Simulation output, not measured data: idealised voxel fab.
Name of the process module below: voxel trench capacitor
The width of the displayed cross-section, cut, is 275 nm; its cells are square, with a size of 5 nm.
Reading order for cross-sections: top band down to bottom band. Underlying form: a grid of square cells. Band size: one or more rows of cells. Read a band's entry like this: the first values are the height of its top and the height of its bottom in nm, and what follows is the sequence of materials from left to right, each with its width in nm. Note that "blank" is empty space, and that a single material marked "full width" reaches across the band from edge to edge. Where do heights start? At 0: under that level the wafer as delivered is made of one material only. And the lowest band has no floor; it just carries on downward, as in "from 0 down". You'd read "30..40" like this: the band's top row of cells is as wide as the first number, its bottom row is as wide as the second, and going down, every row changes width by the same amount as the row before did. Step note "all unchanged" = no cross-section cell changed. Reported under the label "Entrapped void list" are the empty spaces having no open way to the top and comprising 8 cells or more; the notation for each is width x height at distance, in which the distance is measured from the left edge and all three values are in nm. Anything after a step's settings on that line? It's the simulator's own note about the step. Regarding "overlay nm": on a step with a mask, it is the distance the mask lay to the right of its planned place; a negative value places it to the left.

These are the steps we planned for the process:
1: RECEIVE: material Si
2: CONFORMAL_DEP: material SiN, thk nm 10
3: PATTERN: tone open, mask id TRENCH, material resist, width nm 25, pitch nm 40, thk nm 15, overlay nm 0
4: DIRECTIONAL_ETCH: etch materials SiN, depth nm 10
5: DIRECTIONAL_ETCH: etch materials Si, depth nm 40
6: STRIP: etch materials resist
7: CONFORMAL_DEP: material Al2O3, thk nm 5
8: CONFORMAL_DEP: material TiN, thk nm 5
9: FILL_DEP: material W, thk nm 10
10: CMP: height nm 10

Wafer as received: cross-section following step 1:
* from 0 down  Si full width
* Entrapped void list: none

Cross-sectional view of the first of the two wafers upon completion of the module, processed in accordance with the plan:
* from 10 to 0  SiN 85 / Al2O3 5 / TiN 5 / W 5 / TiN 5 / Al2O3 5 / SiN 15 / Al2O3 5 / TiN 5 / W 5 / TiN 5 / Al2O3 5 / SiN 15 / Al2O3 5 / TiN 5 / W 5 / TiN 5 / Al2O3 5 / SiN 85
* from 0 to -30  Si 85 / Al2O3 5 / TiN 5 / W 5 / TiN 5 / Al2O3 5 / Si 15 / Al2O3 5 / TiN 5 / W 5 / TiN 5 / Al2O3 5 / Si 15 / Al2O3 5 / TiN 5 / W 5 / TiN 5 / Al2O3 5 / Si 85
* from -30 to -35  Si 85 / Al2O3 5 / TiN 15 / Al2O3 5 / Si 15 / Al2O3 5 / TiN 15 / Al2O3 5 / Si 15 / Al2O3 5 / TiN 15 / Al2O3 5 / Si 85
* from -35 to -40  Si 85 / Al2O3 25 / Si 15 / Al2O3 25 / Si 15 / Al2O3 25 / Si 85
* from -40 down  Si full width
* Entrapped void list: none

Cross-section at end of module for the second wafer of two, which matched the first in starting point and plan and differed by one mistake in its processing:
* from 10 to 0  SiN 90 / Al2O3 5 / TiN 5 / Al2O3 5 / SiN 25 / Al2O3 5 / TiN 5 / Al2O3 5 / SiN 25 / Al2O3 5 / TiN 5 / Al2O3 5 / SiN 90
* from 0 to -35  Si 90 / Al2O3 5 / TiN 5 / Al2O3 5 / Si 25 / Al2O3 5 / TiN 5 / Al2O3 5 / Si 25 / Al2O3 5 / TiN 5 / Al2O3 5 / Si 90
* from -35 to -40  Si 90 / Al2O3 15 / Si 25 / Al2O3 15 / Si 25 / Al2O3 15 / Si 90
* from -40 down  Si full width
* Entrapped void list: none
Error vs. plan: note that step 3 departed from the planned setting and was carried out as PATTERN: tone open, mask id TRENCH, material resist, width nm 15, pitch nm 40, thk nm 15, overlay nm 0
Wrapping up, a cell-based count of both wafers puts the second over or under the first for these materials: -6 Al2O3 | +48 Si | +12 SiN | -30 TiN | -24 W
